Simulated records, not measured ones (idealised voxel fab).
The following is a process module called voxel released beams.
The figure presents cross-section cut, which has a width of 245 nm and is divided into square cells with an edge length of 5 nm.
The cross-sections in this document take the form of a grid made of square cells. They are written out as bands, in order from top to bottom. Each band consists of one or more rows of cells.
Each band's line starts with the height of the band's top and of its bottom, in nm. Then come its materials from left to right, each with its width in nm. One material with "all across" fills the band from edge to edge. "air" is empty space.
Heights from 0 (as-received wafer is one material below). Bottom band endless downward, as "0 down".
Width: "30..40" (first number = top row, second number = bottom row, same change from row to row of cells).
When a step is marked "all unchanged", none of the cells in the cross-section changed during that step.
Reported under the label "Completely enclosed voids" are the empty spaces having no open way to the top and comprising 8 cells or more; the notation for each is width x height at distance, in which the distance is measured from the left edge and all three values are in nm.
Where a step's line continues beyond its settings, the continuation is a remark by the simulator itself on that step.
overlay nm: right-of-plan distance of the mask on a masked step; negative values mean left-of-plan.
## Listed below are the process steps as planned
1. RECEIVE,material Si
2. CONFORMAL_DEP,material SiN,thk nm 10
3. DIRECTIONAL_DEP,material SiO2,thk nm 15
4. PATTERN,tone open,mask id ANCHOR,material resist,width nm 45,thk nm 15,overlay nm 0
5. DIRECTIONAL_ETCH,etch materials SiO2,depth nm 15
6. STRIP,etch materials resist
7. CONFORMAL_DEP,material TiN,thk nm 15
8. PATTERN,tone cover,mask id BEAM,material resist,width nm 95,thk nm 15,overlay nm 0
9. DIRECTIONAL_ETCH,etch materials TiN,depth nm 15
10. STRIP,etch materials resist
11. STRIP,etch materials SiO2
## The first of the two wafers, which ran as planned
## Step 1 complete: cross-section of the wafer as received
    0 down  Si all across
    Completely enclosed voids: none
## Sectional view: wafer, after step 2
    10 to 0  SiN all across
    Below 0 it's all the same as before, nothing changed down there.
## Sectional view: wafer, after step 3
    25 to 10  SiO2 all across
    Below 10 it's all the same as before, nothing changed down there.
## Sectional view: wafer, after step 4
    40 to 25  75 of resist, then 45 of air, then 125 of resist
    Below 25 it's all the same as before, nothing changed down there.
## Sectional view: wafer, after step 5
    40 to 25  75 of resist, then 45 of air, then 125 of resist
    25 to 10  75 of SiO2, then 45 of air, then 125 of SiO2
    Below 10 it's all the same as before, nothing changed down there.
## Sectional view: wafer, after step 6
    25 to 10  75 of SiO2, then 45 of air, then 125 of SiO2
    Below 10 it's all the same as before, nothing changed down there.
## Sectional view: wafer, after step 7
    40 to 25  90 of TiN, then 15 of air, then 140 of TiN
    25 to 10  75 of SiO2, then 45 of TiN, then 125 of SiO2
    Below 10 it's all the same as before, nothing changed down there.
## Sectional view: wafer, after step 8
    55 to 40  70 of air, then 95 of resist, then 80 of air
    40 to 25  90 of TiN, then 15 of resist, then 140 of TiN
    Below 25 it's all the same as before, nothing changed down there.
## Sectional view: wafer, after step 9
    55 to 40  70 of air, then 95 of resist, then 80 of air
    40 to 25  70 of air, then 20 of TiN, then 15 of resist, then 60 of TiN, then 80 of air
    Below 25 it's all the same as before, nothing changed down there.
## Sectional view: wafer, after step 10
    40 to 25  70 of air, then 20 of TiN, then 15 of air, then 60 of TiN, then 80 of air
    Below 25 it's all the same as before, nothing changed down there.
## Sectional view: wafer, after step 11
    40 to 25  70 of air, then 20 of TiN, then 15 of air, then 60 of TiN, then 80 of air
    25 to 10  75 of air, then 45 of TiN, then 125 of air
    Below 10 it's all the same as before, nothing changed down there.
## The second wafer was prepared from the same starting point and under the same plan as the first; its processing contained one mistake, and it remains indistinguishable from the first wafer up to and including step 1
Cross-section of the second wafer corresponding to the planned conclusion of step 2: all unchanged
## Cross-section of the second wafer corresponding to the planned conclusion of step 3
    15 to 0  SiO2 all across
    Below 0 it's all the same as before, nothing changed down there.
## Cross-section of the second wafer corresponding to the planned conclusion of step 4
    30 to 15  75 of resist, then 45 of air, then 125 of resist
    Below 15 it's all the same as before, nothing changed down there.
## Cross-section of the second wafer corresponding to the planned conclusion of step 5
    30 to 15  75 of resist, then 45 of air, then 125 of resist
    15 to 0  75 of SiO2, then 45 of air, then 125 of SiO2
    Below 0 it's all the same as before, nothing changed down there.
## Cross-section of the second wafer corresponding to the planned conclusion of step 6
    15 to 0  75 of SiO2, then 45 of air, then 125 of SiO2
    Below 0 it's all the same as before, nothing changed down there.
## Cross-section of the second wafer corresponding to the planned conclusion of step 7
    30 to 15  90 of TiN, then 15 of air, then 140 of TiN
    15 to 0  75 of SiO2, then 45 of TiN, then 125 of SiO2
    Below 0 it's all the same as before, nothing changed down there.
## Cross-section of the second wafer corresponding to the planned conclusion of step 8
    45 to 30  70 of air, then 95 of resist, then 80 of air
    30 to 15  90 of TiN, then 15 of resist, then 140 of TiN
    Below 15 it's all the same as before, nothing changed down there.
## Cross-section of the second wafer corresponding to the planned conclusion of step 9
    45 to 30  70 of air, then 95 of resist, then 80 of air
    30 to 15  70 of air, then 20 of TiN, then 15 of resist, then 60 of TiN, then 80 of air
    Below 15 it's all the same as before, nothing changed down there.
## Cross-section of the second wafer corresponding to the planned conclusion of step 10
    30 to 15  70 of air, then 20 of TiN, then 15 of air, then 60 of TiN, then 80 of air
    Below 15 it's all the same as before, nothing changed down there.
## Cross-section of the second wafer corresponding to the planned conclusion of step 11
    30 to 15  70 of air, then 20 of TiN, then 15 of air, then 60 of TiN, then 80 of air
    15 to 0  75 of air, then 45 of TiN, then 125 of air
    Below 0 it's all the same as before, nothing changed down there.
what went wrong: step 2 in the plan did not get run; it was skipped
at the end the second wafer has, in cells: -98 SiN
